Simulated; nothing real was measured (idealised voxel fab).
Process module heading - voxel quadruple lines
Displayed cross-section: cut, width of 225 nm, square cells sized 5 nm.
A cross-section is a grid of square cells, given in bands from the top down. A band is one or more rows of cells.
What a band's entry tells you: where the top is and where the bottom is, as heights in nm, and after that what lies inside, material by material from left to right, each with its width in nm. Empty space is written as the word "blank", and a single material marked with the word "everywhere" occupies the band from edge to edge.
Height datum 0, below which the as-received substrate wafer is one material. Lowest band open at the bottom, running downward: "0 nm and below".
Think of "30 to 40" as a width that walks from the first number to the second as you go down the band, top row to bottom row, taking equal-sized steps from row to row.
What does "nothing altered" mean for a step? It means no cell of the cross-section changed in that step.
Closed-off voids of 8+ cells (no open route to the top) go in "Entrapped voids", written width x height at distance from the left edge, in nm.
On a step's line, text after the settings is the simulator commenting on that step.
Among the settings permitted on a step's line is "overlay nm"; applied to a step with a mask, it specifies the extent to which the mask lay to the right of its planned position, whereas a negative figure signifies a position to the left.
LIST OF PLANNED PROCESS STEPS
1. RECEIVE [material Si]
2. CONFORMAL_DEP [material SiO2] [thk nm 10]
3. DIRECTIONAL_DEP [material TiN] [thk nm 10]
4. DIRECTIONAL_DEP [material polySi] [thk nm 20]
5. DIRECTIONAL_DEP [material aC] [thk nm 20]
6. PATTERN [tone cover] [mask id MANDREL] [material resist] [width nm 30] [thk nm 30] [overlay nm 0]
7. DIRECTIONAL_ETCH [etch materials aC] [depth nm 20]
8. STRIP [etch materials resist]
9. CONFORMAL_DEP [material SiO2] [thk nm 10]
10. DIRECTIONAL_ETCH [etch materials SiO2] [depth nm 10]
11. STRIP [etch materials aC]
12. DIRECTIONAL_ETCH [etch materials polySi] [depth nm 20]
13. STRIP [etch materials SiO2]
14. CONFORMAL_DEP [material SiN] [thk nm 10]
15. DIRECTIONAL_ETCH [etch materials SiN] [depth nm 10]
16. STRIP [etch materials polySi]
17. DIRECTIONAL_ETCH [etch materials TiN] [depth nm 10]
18. STRIP [etch materials SiN]
19. FILL_DEP [material lowk] [thk nm 10]
20. CMP [height nm 20]
CROSS-SECTION OF THE INCOMING WAFER, STATE AFTER STEP 1
  0 nm and below | Si everywhere
  Entrapped voids: none
THE FOLLOWING CROSS-SECTION DEPICTS THE WAFER UPON CONCLUSION OF THE MODULE. PROCESSING COMMENCED FROM THE STARTING CONDITION ILLUSTRATED ABOVE AND ADHERED TO THE PLAN ILLUSTRATED ABOVE, SAVE FOR ONE MISTAKE IN EXECUTION
  25 nm to 20 nm | lowk everywhere
  20 nm to 10 nm | 75 nm lowk / 10 nm TiN / 10 nm lowk / 10 nm TiN / 10 nm lowk / 10 nm TiN / 10 nm lowk / 10 nm TiN / 80 nm lowk
  10 nm to 0 nm | SiO2 everywhere
  0 nm and below | Si everywhere
  Entrapped voids: none
Nonconformance to the process plan: step 20 deviated from plan and actually ran as CMP [height nm 25]
